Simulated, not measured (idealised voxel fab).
process module | voxel air gaps
cross-section cut | 265 nm wide | cells 5 nm
A cross-section is a grid of square cells, given in bands from the top down. A band is one or more rows of cells.
Each band's line starts with the height of the band's top and of its bottom, in nm. Then come its materials from left to right, each with its width in nm. One material with "throughout" fills the band from edge to edge. "air" is empty space.
Height 0 is the level under which the wafer as received is all one material. The lowest band goes on downwards, as in "0 down".
A width such as "30 to 40" changes by the same amount from each row of cells to the next, from the band's top row to its bottom row.
"no change" after a step means that no cell of the cross-section changed.
closed voids: empty space of 8 cells or more with no open way to the top, each as width x height at its distance from the left edge, in nm
after a step's settings: what the simulator itself notes on the step
overlay nm, on a step with a mask: how far to the right of its planned place the mask lay; to the left if negative
Each pair below shows a cross-section before one step and the cross-section after it, down to the lowest band that changed. The line under each pair gives the step between them, with its settings. The pairs can come from different runs of this module on the same starting wafer, so a pair continues from the pair above only where its "before" says so.
before
  0 down: Si throughout
  closed voids: none
after
  10 to 0: SiO2 throughout
  below 0: unchanged
  closed voids: none
the step between: op CONFORMAL_DEP | material SiO2 | thk nm 10
before: the cross-section after the pair above
after
  15 to 10: SiCN throughout
  below 10: unchanged
  closed voids: none
the step between: op CONFORMAL_DEP | material SiCN | thk nm 5
before: the cross-section after the pair above
after
  55 to 15: lowk throughout
  below 15: unchanged
  closed voids: none
the step between: op DIRECTIONAL_DEP | material lowk | thk nm 40
before: the cross-section after the pair above
after
  70 to 55: resist 55 | air 20 | resist 25 | air 20 | resist 25 | air 20 | resist 25 | air 20 | resist 55
  below 55: unchanged
  closed voids: none
the step between: op PATTERN | tone open | mask id LINES | material resist | width nm 20 | pitch nm 45 | thk nm 15 | overlay nm 0
before: the cross-section after the pair above
after
  70 to 55: resist 55 | air 20 | resist 25 | air 20 | resist 25 | air 20 | resist 25 | air 20 | resist 55
  55 to 15: lowk 55 | air 20 | lowk 25 | air 20 | lowk 25 | air 20 | lowk 25 | air 20 | lowk 55
  below 15: unchanged
  closed voids: none
the step between: op DIRECTIONAL_ETCH | etch materials lowk | depth nm 40
before: the cross-section after the pair above
after
  55 to 15: lowk 55 | air 20 | lowk 25 | air 20 | lowk 25 | air 20 | lowk 25 | air 20 | lowk 55
  below 15: unchanged
  closed voids: none
the step between: op STRIP | etch materials resist
before: the cross-section after the pair above
after
  60 to 55: TiN 60 | air 10 | TiN 35 | air 10 | TiN 35 | air 10 | TiN 35 | air 10 | TiN 60
  55 to 20: lowk 55 | TiN 5 | air 10 | TiN 5 | lowk 25 | TiN 5 | air 10 | TiN 5 | lowk 25 | TiN 5 | air 10 | TiN 5 | lowk 25 | TiN 5 | air 10 | TiN 5 | lowk 55
  20 to 15: lowk 55 | TiN 20 | lowk 25 | TiN 20 | lowk 25 | TiN 20 | lowk 25 | TiN 20 | lowk 55
  below 15: unchanged
  closed voids: none
the step between: op CONFORMAL_DEP | material TiN | thk nm 5
before: the cross-section after the pair above
after
  65 to 60: W throughout
  60 to 55: TiN 60 | W 10 | TiN 35 | W 10 | TiN 35 | W 10 | TiN 35 | W 10 | TiN 60
  55 to 20: lowk 55 | TiN 5 | W 10 | TiN 5 | lowk 25 | TiN 5 | W 10 | TiN 5 | lowk 25 | TiN 5 | W 10 | TiN 5 | lowk 25 | TiN 5 | W 10 | TiN 5 | lowk 55
  below 20: unchanged
  closed voids: none
the step between: op FILL_DEP | material W | thk nm 5
before: the cross-section after the pair above
after
  55 to 20: lowk 55 | TiN 5 | W 10 | TiN 5 | lowk 25 | TiN 5 | W 10 | TiN 5 | lowk 25 | TiN 5 | W 10 | TiN 5 | lowk 25 | TiN 5 | W 10 | TiN 5 | lowk 55
  below 20: unchanged
  closed voids: none
the step between: op CMP | height nm 55
before: the cross-section after the pair above
after
  65 to 55: air 45 | Ru 40 | air 5 | Ru 40 | air 5 | Ru 40 | air 5 | Ru 40 | air 45
  below 55: unchanged
  closed voids: none
the step between: op EPI | material Ru | thk nm 10
before: the cross-section after the pair above
after
  65 to 55: air 45 | Ru 40 | air 5 | Ru 40 | air 5 | Ru 40 | air 5 | Ru 40 | air 45
  55 to 20: air 55 | TiN 5 | W 10 | TiN 5 | air 25 | TiN 5 | W 10 | TiN 5 | air 25 | TiN 5 | W 10 | TiN 5 | air 25 | TiN 5 | W 10 | TiN 5 | air 55
  20 to 15: air 55 | TiN 20 | air 25 | TiN 20 | air 25 | TiN 20 | air 25 | TiN 20 | air 55
  below 15: unchanged
  closed voids: none
the step between: op SELECTIVE_ETCH | etch materials lowk | depth nm 50
before: the cross-section after the pair above
after
  70 to 65: air 40 | SiCN 185 | air 40
  65 to 55: air 40 | SiCN 5 | Ru 40 | SiCN 5 | Ru 40 | SiCN 5 | Ru 40 | SiCN 5 | Ru 40 | SiCN 5 | air 40
  55 to 50: air 40 | SiCN 15 | TiN 5 | W 10 | TiN 5 | SiCN 25 | TiN 5 | W 10 | TiN 5 | SiCN 25 | TiN 5 | W 10 | TiN 5 | SiCN 25 | TiN 5 | W 10 | TiN 5 | SiCN 15 | air 40
  50 to 20: air 50 | SiCN 5 | TiN 5 | W 10 | TiN 5 | SiCN 5 | air 15 | SiCN 5 | TiN 5 | W 10 | TiN 5 | SiCN 5 | air 15 | SiCN 5 | TiN 5 | W 10 | TiN 5 | SiCN 5 | air 15 | SiCN 5 | TiN 5 | W 10 | TiN 5 | SiCN 5 | air 50
  20 to 15: SiCN 55 | TiN 20 | SiCN 25 | TiN 20 | SiCN 25 | TiN 20 | SiCN 25 | TiN 20 | SiCN 55
  below 15: unchanged
  closed voids: 15 x 30 at 80; 15 x 30 at 125; 15 x 30 at 170
the step between: op CONFORMAL_DEP | material SiCN | thk nm 5
before
  10 to 0: SiO2 throughout
  0 down: Si throughout
  closed voids: none
after
  50 to 10: lowk throughout
  below 10: unchanged
  closed voids: none
the step between: op DIRECTIONAL_DEP | material lowk | thk nm 40
before: the cross-section after the pair above
after
  65 to 50: resist 55 | air 20 | resist 25 | air 20 | resist 25 | air 20 | resist 25 | air 20 | resist 55
  below 50: unchanged
  closed voids: none
the step between: op PATTERN | tone open | mask id LINES | material resist | width nm 20 | pitch nm 45 | thk nm 15 | overlay nm 0
before: the cross-section after the pair above
after
  65 to 50: resist 55 | air 20 | resist 25 | air 20 | resist 25 | air 20 | resist 25 | air 20 | resist 55
  50 to 10: lowk 55 | air 20 | lowk 25 | air 20 | lowk 25 | air 20 | lowk 25 | air 20 | lowk 55
  below 10: unchanged
  closed voids: none
the step between: op DIRECTIONAL_ETCH | etch materials lowk | depth nm 40
before: the cross-section after the pair above
after
  50 to 10: lowk 55 | air 20 | lowk 25 | air 20 | lowk 25 | air 20 | lowk 25 | air 20 | lowk 55
  below 10: unchanged
  closed voids: none
the step between: op STRIP | etch materials resist
before: the cross-section after the pair above
after
  55 to 50: TiN 60 | air 10 | TiN 35 | air 10 | TiN 35 | air 10 | TiN 35 | air 10 | TiN 60
  50 to 15: lowk 55 | TiN 5 | air 10 | TiN 5 | lowk 25 | TiN 5 | air 10 | TiN 5 | lowk 25 | TiN 5 | air 10 | TiN 5 | lowk 25 | TiN 5 | air 10 | TiN 5 | lowk 55
  15 to 10: lowk 55 | TiN 20 | lowk 25 | TiN 20 | lowk 25 | TiN 20 | lowk 25 | TiN 20 | lowk 55
  below 10: unchanged
  closed voids: none
the step between: op CONFORMAL_DEP | material TiN | thk nm 5
before: the cross-section after the pair above
after
  60 to 55: W throughout
  55 to 50: TiN 60 | W 10 | TiN 35 | W 10 | TiN 35 | W 10 | TiN 35 | W 10 | TiN 60
  50 to 15: lowk 55 | TiN 5 | W 10 | TiN 5 | lowk 25 | TiN 5 | W 10 | TiN 5 | lowk 25 | TiN 5 | W 10 | TiN 5 | lowk 25 | TiN 5 | W 10 | TiN 5 | lowk 55
  below 15: unchanged
  closed voids: none
the step between: op FILL_DEP | material W | thk nm 5
before: the cross-section after the pair above
after
  55 to 50: TiN 60 | W 10 | TiN 35 | W 10 | TiN 35 | W 10 | TiN 35 | W 10 | TiN 60
  below 50: unchanged
  closed voids: none
the step between: op CMP | height nm 55
before: the cross-section after the pair above
after
  65 to 55: Ru throughout
  below 55: unchanged
  closed voids: none
the step between: op EPI | material Ru | thk nm 10
before: the cross-section after the pair above
after
  70 to 65: SiCN throughout
  below 65: unchanged
  closed voids: none
the step between: op CONFORMAL_DEP | material SiCN | thk nm 5
before
  65 to 55: air 45 | Ru 40 | air 5 | Ru 40 | air 5 | Ru 40 | air 5 | Ru 40 | air 45
  55 to 20: lowk 55 | TiN 5 | W 10 | TiN 5 | lowk 25 | TiN 5 | W 10 | TiN 5 | lowk 25 | TiN 5 | W 10 | TiN 5 | lowk 25 | TiN 5 | W 10 | TiN 5 | lowk 55
  20 to 15: lowk 55 | TiN 20 | lowk 25 | TiN 20 | lowk 25 | TiN 20 | lowk 25 | TiN 20 | lowk 55
  15 to 10: SiCN throughout
  10 to 0: SiO2 throughout
  0 down: Si throughout
  closed voids: none
after
  75 to 55: air 35 | Ru 195 | air 35
  below 55: unchanged
  closed voids: none
the step between: op EPI | material Ru | thk nm 10
before: the cross-section after the pair above
after
  75 to 55: air 35 | Ru 195 | air 35
  55 to 20: air 55 | TiN 5 | W 10 | TiN 5 | lowk 25 | TiN 5 | W 10 | TiN 5 | lowk 25 | TiN 5 | W 10 | TiN 5 | lowk 25 | TiN 5 | W 10 | TiN 5 | air 55
  20 to 15: air 55 | TiN 20 | lowk 25 | TiN 20 | lowk 25 | TiN 20 | lowk 25 | TiN 20 | air 55
  below 15: unchanged
  closed voids: none
the step between: op SELECTIVE_ETCH | etch materials lowk | depth nm 50
before: the cross-section after the pair above
after
  80 to 75: air 30 | SiCN 205 | air 30
  75 to 55: air 30 | SiCN 5 | Ru 195 | SiCN 5 | air 30
  55 to 50: air 30 | SiCN 25 | TiN 5 | W 10 | TiN 5 | lowk 25 | TiN 5 | W 10 | TiN 5 | lowk 25 | TiN 5 | W 10 | TiN 5 | lowk 25 | TiN 5 | W 10 | TiN 5 | SiCN 25 | air 30
  50 to 20: air 50 | SiCN 5 | TiN 5 | W 10 | TiN 5 | lowk 25 | TiN 5 | W 10 | TiN 5 | lowk 25 | TiN 5 | W 10 | TiN 5 | lowk 25 | TiN 5 | W 10 | TiN 5 | SiCN 5 | air 50
  20 to 15: SiCN 55 | TiN 20 | lowk 25 | TiN 20 | lowk 25 | TiN 20 | lowk 25 | TiN 20 | SiCN 55
  below 15: unchanged
  closed voids: none
the step between: op CONFORMAL_DEP | material SiCN | thk nm 5
before
  0 down: Si throughout
  closed voids: none
after
  5 to 0: SiCN throughout
  below 0: unchanged
  closed voids: none
the step between: op CONFORMAL_DEP | material SiCN | thk nm 5
before: the cross-section after the pair above
after
  15 to 5: SiO2 throughout
  below 5: unchanged
  closed voids: none
the step between: op CONFORMAL_DEP | material SiO2 | thk nm 10
before: the cross-section after the pair above
after
  55 to 15: lowk throughout
  below 15: unchanged
  closed voids: none
the step between: op DIRECTIONAL_DEP | material lowk | thk nm 40
before: the cross-section after the pair above
after
  70 to 55: resist 55 | air 20 | resist 25 | air 20 | resist 25 | air 20 | resist 25 | air 20 | resist 55
  below 55: unchanged
  closed voids: none
the step between: op PATTERN | tone open | mask id LINES | material resist | width nm 20 | pitch nm 45 | thk nm 15 | overlay nm 0
before: the cross-section after the pair above
after
  70 to 55: resist 55 | air 20 | resist 25 | air 20 | resist 25 | air 20 | resist 25 | air 20 | resist 55
  55 to 15: lowk 55 | air 20 | lowk 25 | air 20 | lowk 25 | air 20 | lowk 25 | air 20 | lowk 55
  below 15: unchanged
  closed voids: none
the step between: op DIRECTIONAL_ETCH | etch materials lowk | depth nm 40
before: the cross-section after the pair above
after
  55 to 15: lowk 55 | air 20 | lowk 25 | air 20 | lowk 25 | air 20 | lowk 25 | air 20 | lowk 55
  below 15: unchanged
  closed voids: none
the step between: op STRIP | etch materials resist
before: the cross-section after the pair above
after
  60 to 55: TiN 60 | air 10 | TiN 35 | air 10 | TiN 35 | air 10 | TiN 35 | air 10 | TiN 60
  55 to 20: lowk 55 | TiN 5 | air 10 | TiN 5 | lowk 25 | TiN 5 | air 10 | TiN 5 | lowk 25 | TiN 5 | air 10 | TiN 5 | lowk 25 | TiN 5 | air 10 | TiN 5 | lowk 55
  20 to 15: lowk 55 | TiN 20 | lowk 25 | TiN 20 | lowk 25 | TiN 20 | lowk 25 | TiN 20 | lowk 55
  below 15: unchanged
  closed voids: none
the step between: op CONFORMAL_DEP | material TiN | thk nm 5
before: the cross-section after the pair above
after
  65 to 60: W throughout
  60 to 55: TiN 60 | W 10 | TiN 35 | W 10 | TiN 35 | W 10 | TiN 35 | W 10 | TiN 60
  55 to 20: lowk 55 | TiN 5 | W 10 | TiN 5 | lowk 25 | TiN 5 | W 10 | TiN 5 | lowk 25 | TiN 5 | W 10 | TiN 5 | lowk 25 | TiN 5 | W 10 | TiN 5 | lowk 55
  below 20: unchanged
  closed voids: none
the step between: op FILL_DEP | material W | thk nm 5
before: the cross-section after the pair above
after
  55 to 20: lowk 55 | TiN 5 | W 10 | TiN 5 | lowk 25 | TiN 5 | W 10 | TiN 5 | lowk 25 | TiN 5 | W 10 | TiN 5 | lowk 25 | TiN 5 | W 10 | TiN 5 | lowk 55
  below 20: unchanged
  closed voids: none
the step between: op CMP | height nm 55
before: the cross-section after the pair above
after
  65 to 55: air 45 | Ru 40 | air 5 | Ru 40 | air 5 | Ru 40 | air 5 | Ru 40 | air 45
  below 55: unchanged
  closed voids: none
the step between: op EPI | material Ru | thk nm 10
before: the cross-section after the pair above
after
  65 to 55: air 45 | Ru 40 | air 5 | Ru 40 | air 5 | Ru 40 | air 5 | Ru 40 | air 45
  55 to 20: air 55 | TiN 5 | W 10 | TiN 5 | air 25 | TiN 5 | W 10 | TiN 5 | air 25 | TiN 5 | W 10 | TiN 5 | air 25 | TiN 5 | W 10 | TiN 5 | air 55
  20 to 15: air 55 | TiN 20 | air 25 | TiN 20 | air 25 | TiN 20 | air 25 | TiN 20 | air 55
  below 15: unchanged
  closed voids: none
the step between: op SELECTIVE_ETCH | etch materials lowk | depth nm 50
before: the cross-section after the pair above
after
  70 to 65: air 40 | SiCN 185 | air 40
  65 to 55: air 40 | SiCN 5 | Ru 40 | SiCN 5 | Ru 40 | SiCN 5 | Ru 40 | SiCN 5 | Ru 40 | SiCN 5 | air 40
  55 to 50: air 40 | SiCN 15 | TiN 5 | W 10 | TiN 5 | SiCN 25 | TiN 5 | W 10 | TiN 5 | SiCN 25 | TiN 5 | W 10 | TiN 5 | SiCN 25 | TiN 5 | W 10 | TiN 5 | SiCN 15 | air 40
  50 to 20: air 50 | SiCN 5 | TiN 5 | W 10 | TiN 5 | SiCN 5 | air 15 | SiCN 5 | TiN 5 | W 10 | TiN 5 | SiCN 5 | air 15 | SiCN 5 | TiN 5 | W 10 | TiN 5 | SiCN 5 | air 15 | SiCN 5 | TiN 5 | W 10 | TiN 5 | SiCN 5 | air 50
  20 to 15: SiCN 55 | TiN 20 | SiCN 25 | TiN 20 | SiCN 25 | TiN 20 | SiCN 25 | TiN 20 | SiCN 55
  below 15: unchanged
  closed voids: 15 x 30 at 80; 15 x 30 at 125; 15 x 30 at 170
the step between: op CONFORMAL_DEP | material SiCN | thk nm 5
before
  65 to 60: W throughout
  60 to 55: TiN 60 | W 10 | TiN 35 | W 10 | TiN 35 | W 10 | TiN 35 | W 10 | TiN 60
  55 to 20: lowk 55 | TiN 5 | W 10 | TiN 5 | lowk 25 | TiN 5 | W 10 | TiN 5 | lowk 25 | TiN 5 | W 10 | TiN 5 | lowk 25 | TiN 5 | W 10 | TiN 5 | lowk 55
  20 to 15: lowk 55 | TiN 20 | lowk 25 | TiN 20 | lowk 25 | TiN 20 | lowk 25 | TiN 20 | lowk 55
  15 to 10: SiCN throughout
  10 to 0: SiO2 throughout
  0 down: Si throughout
  closed voids: none
after
  60 to 55: TiN 60 | W 10 | TiN 35 | W 10 | TiN 35 | W 10 | TiN 35 | W 10 | TiN 60
  below 55: unchanged
  closed voids: none
the step between: op CMP | height nm 60
before: the cross-section after the pair above
after
  70 to 60: Ru throughout
  below 60: unchanged
  closed voids: none
the step between: op EPI | material Ru | thk nm 10
before: the cross-section after the pair above
after
  75 to 70: SiCN throughout
  below 70: unchanged
  closed voids: none
the step between: op CONFORMAL_DEP | material SiCN | thk nm 5
before
  55 to 15: lowk throughout
  15 to 10: SiCN throughout
  10 to 0: SiO2 throughout
  0 down: Si throughout
  closed voids: none
after
  70 to 55: resist 50 | air 30 | resist 15 | air 30 | resist 15 | air 30 | resist 15 | air 30 | resist 50
  below 55: unchanged
  closed voids: none
the step between: op PATTERN | tone open | mask id LINES | material resist | width nm 30 | pitch nm 45 | thk nm 15 | overlay nm 0
before: the cross-section after the pair above
after
  70 to 55: resist 50 | air 30 | resist 15 | air 30 | resist 15 | air 30 | resist 15 | air 30 | resist 50
  55 to 15: lowk 50 | air 30 | lowk 15 | air 30 | lowk 15 | air 30 | lowk 15 | air 30 | lowk 50
  below 15: unchanged
  closed voids: none
the step between: op DIRECTIONAL_ETCH | etch materials lowk | depth nm 40
before: the cross-section after the pair above
after
  55 to 15: lowk 50 | air 30 | lowk 15 | air 30 | lowk 15 | air 30 | lowk 15 | air 30 | lowk 50
  below 15: unchanged
  closed voids: none
the step between: op STRIP | etch materials resist
before: the cross-section after the pair above
after
  60 to 55: TiN 55 | air 20 | TiN 25 | air 20 | TiN 25 | air 20 | TiN 25 | air 20 | TiN 55
  55 to 20: lowk 50 | TiN 5 | air 20 | TiN 5 | lowk 15 | TiN 5 | air 20 | TiN 5 | lowk 15 | TiN 5 | air 20 | TiN 5 | lowk 15 | TiN 5 | air 20 | TiN 5 | lowk 50
  20 to 15: lowk 50 | TiN 30 | lowk 15 | TiN 30 | lowk 15 | TiN 30 | lowk 15 | TiN 30 | lowk 50
  below 15: unchanged
  closed voids: none
the step between: op CONFORMAL_DEP | material TiN | thk nm 5
before: the cross-section after the pair above
after
  65 to 60: W throughout
  60 to 55: TiN 55 | W 20 | TiN 25 | W 20 | TiN 25 | W 20 | TiN 25 | W 20 | TiN 55
  55 to 20: lowk 50 | TiN 5 | W 20 | TiN 5 | lowk 15 | TiN 5 | W 20 | TiN 5 | lowk 15 | TiN 5 | W 20 | TiN 5 | lowk 15 | TiN 5 | W 20 | TiN 5 | lowk 50
  below 20: unchanged
  closed voids: none
the step between: op FILL_DEP | material W | thk nm 5
before: the cross-section after the pair above
after
  55 to 20: lowk 50 | TiN 5 | W 20 | TiN 5 | lowk 15 | TiN 5 | W 20 | TiN 5 | lowk 15 | TiN 5 | W 20 | TiN 5 | lowk 15 | TiN 5 | W 20 | TiN 5 | lowk 50
  below 20: unchanged
  closed voids: none
the step between: op CMP | height nm 55
before: the cross-section after the pair above
after
  65 to 55: air 40 | Ru 185 | air 40
  below 55: unchanged
  closed voids: none
the step between: op EPI | material Ru | thk nm 10
before: the cross-section after the pair above
after
  65 to 55: air 40 | Ru 185 | air 40
  55 to 20: air 50 | TiN 5 | W 20 | TiN 5 | lowk 15 | TiN 5 | W 20 | TiN 5 | lowk 15 | TiN 5 | W 20 | TiN 5 | lowk 15 | TiN 5 | W 20 | TiN 5 | air 50
  20 to 15: air 50 | TiN 30 | lowk 15 | TiN 30 | lowk 15 | TiN 30 | lowk 15 | TiN 30 | air 50
  below 15: unchanged
  closed voids: none
the step between: op SELECTIVE_ETCH | etch materials lowk | depth nm 50
before: the cross-section after the pair above
after
  70 to 65: air 35 | SiCN 195 | air 35
  65 to 55: air 35 | SiCN 5 | Ru 185 | SiCN 5 | air 35
  55 to 50: air 35 | SiCN 15 | TiN 5 | W 20 | TiN 5 | lowk 15 | TiN 5 | W 20 | TiN 5 | lowk 15 | TiN 5 | W 20 | TiN 5 | lowk 15 | TiN 5 | W 20 | TiN 5 | SiCN 15 | air 35
  50 to 20: air 45 | SiCN 5 | TiN 5 | W 20 | TiN 5 | lowk 15 | TiN 5 | W 20 | TiN 5 | lowk 15 | TiN 5 | W 20 | TiN 5 | lowk 15 | TiN 5 | W 20 | TiN 5 | SiCN 5 | air 45
  20 to 15: SiCN 50 | TiN 30 | lowk 15 | TiN 30 | lowk 15 | TiN 30 | lowk 15 | TiN 30 | SiCN 50
  below 15: unchanged
  closed voids: none
the step between: op CONFORMAL_DEP | material SiCN | thk nm 5
before
  55 to 15: lowk throughout
  15 to 10: SiCN throughout
  10 to 0: SiO2 throughout
  0 down: Si throughout
  closed voids: none
after
  70 to 55: resist 45 | air 20 | resist 25 | air 20 | resist 25 | air 20 | resist 25 | air 20 | resist 65
  below 55: unchanged
  closed voids: none
the step between: op PATTERN | tone open | mask id LINES | material resist | width nm 20 | pitch nm 45 | thk nm 15 | overlay nm -10
before: the cross-section after the pair above
after
  70 to 55: resist 45 | air 20 | resist 25 | air 20 | resist 25 | air 20 | resist 25 | air 20 | resist 65
  55 to 15: lowk 45 | air 20 | lowk 25 | air 20 | lowk 25 | air 20 | lowk 25 | air 20 | lowk 65
  below 15: unchanged
  closed voids: none
the step between: op DIRECTIONAL_ETCH | etch materials lowk | depth nm 40
before: the cross-section after the pair above
after
  55 to 15: lowk 45 | air 20 | lowk 25 | air 20 | lowk 25 | air 20 | lowk 25 | air 20 | lowk 65
  below 15: unchanged
  closed voids: none
the step between: op STRIP | etch materials resist
before: the cross-section after the pair above
after
  60 to 55: TiN 50 | air 10 | TiN 35 | air 10 | TiN 35 | air 10 | TiN 35 | air 10 | TiN 70
  55 to 20: lowk 45 | TiN 5 | air 10 | TiN 5 | lowk 25 | TiN 5 | air 10 | TiN 5 | lowk 25 | TiN 5 | air 10 | TiN 5 | lowk 25 | TiN 5 | air 10 | TiN 5 | lowk 65
  20 to 15: lowk 45 | TiN 20 | lowk 25 | TiN 20 | lowk 25 | TiN 20 | lowk 25 | TiN 20 | lowk 65
  below 15: unchanged
  closed voids: none
the step between: op CONFORMAL_DEP | material TiN | thk nm 5
before: the cross-section after the pair above
after
  65 to 60: W throughout
  60 to 55: TiN 50 | W 10 | TiN 35 | W 10 | TiN 35 | W 10 | TiN 35 | W 10 | TiN 70
  55 to 20: lowk 45 | TiN 5 | W 10 | TiN 5 | lowk 25 | TiN 5 | W 10 | TiN 5 | lowk 25 | TiN 5 | W 10 | TiN 5 | lowk 25 | TiN 5 | W 10 | TiN 5 | lowk 65
  below 20: unchanged
  closed voids: none
the step between: op FILL_DEP | material W | thk nm 5
before: the cross-section after the pair above
after
  55 to 20: lowk 45 | TiN 5 | W 10 | TiN 5 | lowk 25 | TiN 5 | W 10 | TiN 5 | lowk 25 | TiN 5 | W 10 | TiN 5 | lowk 25 | TiN 5 | W 10 | TiN 5 | lowk 65
  below 20: unchanged
  closed voids: none
the step between: op CMP | height nm 55
before: the cross-section after the pair above
after
  65 to 55: air 35 | Ru 40 | air 5 | Ru 40 | air 5 | Ru 40 | air 5 | Ru 40 | air 55
  below 55: unchanged
  closed voids: none
the step between: op EPI | material Ru | thk nm 10
before: the cross-section after the pair above
after
  65 to 55: air 35 | Ru 40 | air 5 | Ru 40 | air 5 | Ru 40 | air 5 | Ru 40 | air 55
  55 to 20: air 45 | TiN 5 | W 10 | TiN 5 | air 25 | TiN 5 | W 10 | TiN 5 | air 25 | TiN 5 | W 10 | TiN 5 | air 25 | TiN 5 | W 10 | TiN 5 | air 65
  20 to 15: air 45 | TiN 20 | air 25 | TiN 20 | air 25 | TiN 20 | air 25 | TiN 20 | air 65
  below 15: unchanged
  closed voids: none
the step between: op SELECTIVE_ETCH | etch materials lowk | depth nm 50
before: the cross-section after the pair above
after
  70 to 65: air 30 | SiCN 185 | air 50
  65 to 55: air 30 | SiCN 5 | Ru 40 | SiCN 5 | Ru 40 | SiCN 5 | Ru 40 | SiCN 5 | Ru 40 | SiCN 5 | air 50
  55 to 50: air 30 | SiCN 15 | TiN 5 | W 10 | TiN 5 | SiCN 25 | TiN 5 | W 10 | TiN 5 | SiCN 25 | TiN 5 | W 10 | TiN 5 | SiCN 25 | TiN 5 | W 10 | TiN 5 | SiCN 15 | air 50
  50 to 20: air 40 | SiCN 5 | TiN 5 | W 10 | TiN 5 | SiCN 5 | air 15 | SiCN 5 | TiN 5 | W 10 | TiN 5 | SiCN 5 | air 15 | SiCN 5 | TiN 5 | W 10 | TiN 5 | SiCN 5 | air 15 | SiCN 5 | TiN 5 | W 10 | TiN 5 | SiCN 5 | air 60
  20 to 15: SiCN 45 | TiN 20 | SiCN 25 | TiN 20 | SiCN 25 | TiN 20 | SiCN 25 | TiN 20 | SiCN 65
  below 15: unchanged
  closed voids: 15 x 30 at 70; 15 x 30 at 115; 15 x 30 at 160
the step between: op CONFORMAL_DEP | material SiCN | thk nm 5
before
  65 to 55: air 45 | Ru 40 | air 5 | Ru 40 | air 5 | Ru 40 | air 5 | Ru 40 | air 45
  55 to 20: air 55 | TiN 5 | W 10 | TiN 5 | air 25 | TiN 5 | W 10 | TiN 5 | air 25 | TiN 5 | W 10 | TiN 5 | air 25 | TiN 5 | W 10 | TiN 5 | air 55
  20 to 15: air 55 | TiN 20 | air 25 | TiN 20 | air 25 | TiN 20 | air 25 | TiN 20 | air 55
  15 to 10: SiCN throughout
  10 to 0: SiO2 throughout
  0 down: Si throughout
  closed voids: none
after
  70 to 65: air 40 | W 185 | air 40
  65 to 55: air 40 | W 5 | Ru 40 | W 5 | Ru 40 | W 5 | Ru 40 | W 5 | Ru 40 | W 5 | air 40
  55 to 50: air 40 | W 15 | TiN 5 | W 10 | TiN 5 | W 25 | TiN 5 | W 10 | TiN 5 | W 25 | TiN 5 | W 10 | TiN 5 | W 25 | TiN 5 | W 10 | TiN 5 | W 15 | air 40
  50 to 20: air 50 | W 5 | TiN 5 | W 10 | TiN 5 | W 5 | air 15 | W 5 | TiN 5 | W 10 | TiN 5 | W 5 | air 15 | W 5 | TiN 5 | W 10 | TiN 5 | W 5 | air 15 | W 5 | TiN 5 | W 10 | TiN 5 | W 5 | air 50
  20 to 15: W 55 | TiN 20 | W 25 | TiN 20 | W 25 | TiN 20 | W 25 | TiN 20 | W 55
  below 15: unchanged
  closed voids: 15 x 30 at 80; 15 x 30 at 125; 15 x 30 at 170
the step between: op CONFORMAL_DEP | material W | thk nm 5
before
  55 to 15: lowk throughout
  15 to 10: SiCN throughout
  10 to 0: SiO2 throughout
  0 down: Si throughout
  closed voids: none
after
  70 to 55: air 55 | resist 20 | air 25 | resist 20 | air 25 | resist 20 | air 25 | resist 20 | air 55
  below 55: unchanged
  closed voids: none
the step between: op PATTERN | tone cover | mask id LINES | material resist | width nm 20 | pitch nm 45 | thk nm 15 | overlay nm 0
before: the cross-section after the pair above
after
  70 to 55: air 55 | resist 20 | air 25 | resist 20 | air 25 | resist 20 | air 25 | resist 20 | air 55
  55 to 15: air 55 | lowk 20 | air 25 | lowk 20 | air 25 | lowk 20 | air 25 | lowk 20 | air 55
  below 15: unchanged
  closed voids: none
the step between: op DIRECTIONAL_ETCH | etch materials lowk | depth nm 40
before: the cross-section after the pair above
after
  55 to 15: air 55 | lowk 20 | air 25 | lowk 20 | air 25 | lowk 20 | air 25 | lowk 20 | air 55
  below 15: unchanged
  closed voids: none
the step between: op STRIP | etch materials resist
before: the cross-section after the pair above
after
  60 to 55: air 50 | TiN 30 | air 15 | TiN 30 | air 15 | TiN 30 | air 15 | TiN 30 | air 50
  55 to 20: air 50 | TiN 5 | lowk 20 | TiN 5 | air 15 | TiN 5 | lowk 20 | TiN 5 | air 15 | TiN 5 | lowk 20 | TiN 5 | air 15 | TiN 5 | lowk 20 | TiN 5 | air 50
  20 to 15: TiN 55 | lowk 20 | TiN 25 | lowk 20 | TiN 25 | lowk 20 | TiN 25 | lowk 20 | TiN 55
  below 15: unchanged
  closed voids: none
the step between: op CONFORMAL_DEP | material TiN | thk nm 5
before: the cross-section after the pair above
after
  65 to 60: W throughout
  60 to 55: W 50 | TiN 30 | W 15 | TiN 30 | W 15 | TiN 30 | W 15 | TiN 30 | W 50
  55 to 20: W 50 | TiN 5 | lowk 20 | TiN 5 | W 15 | TiN 5 | lowk 20 | TiN 5 | W 15 | TiN 5 | lowk 20 | TiN 5 | W 15 | TiN 5 | lowk 20 | TiN 5 | W 50
  below 20: unchanged
  closed voids: none
the step between: op FILL_DEP | material W | thk nm 5
before: the cross-section after the pair above
after
  55 to 20: W 50 | TiN 5 | lowk 20 | TiN 5 | W 15 | TiN 5 | lowk 20 | TiN 5 | W 15 | TiN 5 | lowk 20 | TiN 5 | W 15 | TiN 5 | lowk 20 | TiN 5 | W 50
  below 20: unchanged
  closed voids: none
the step between: op CMP | height nm 55
before: the cross-section after the pair above
after
  65 to 55: Ru throughout
  below 55: unchanged
  closed voids: none
the step between: op EPI | material Ru | thk nm 10
before: the cross-section after the pair above
after
  70 to 65: SiCN throughout
  below 65: unchanged
  closed voids: none
the step between: op CONFORMAL_DEP | material SiCN | thk nm 5
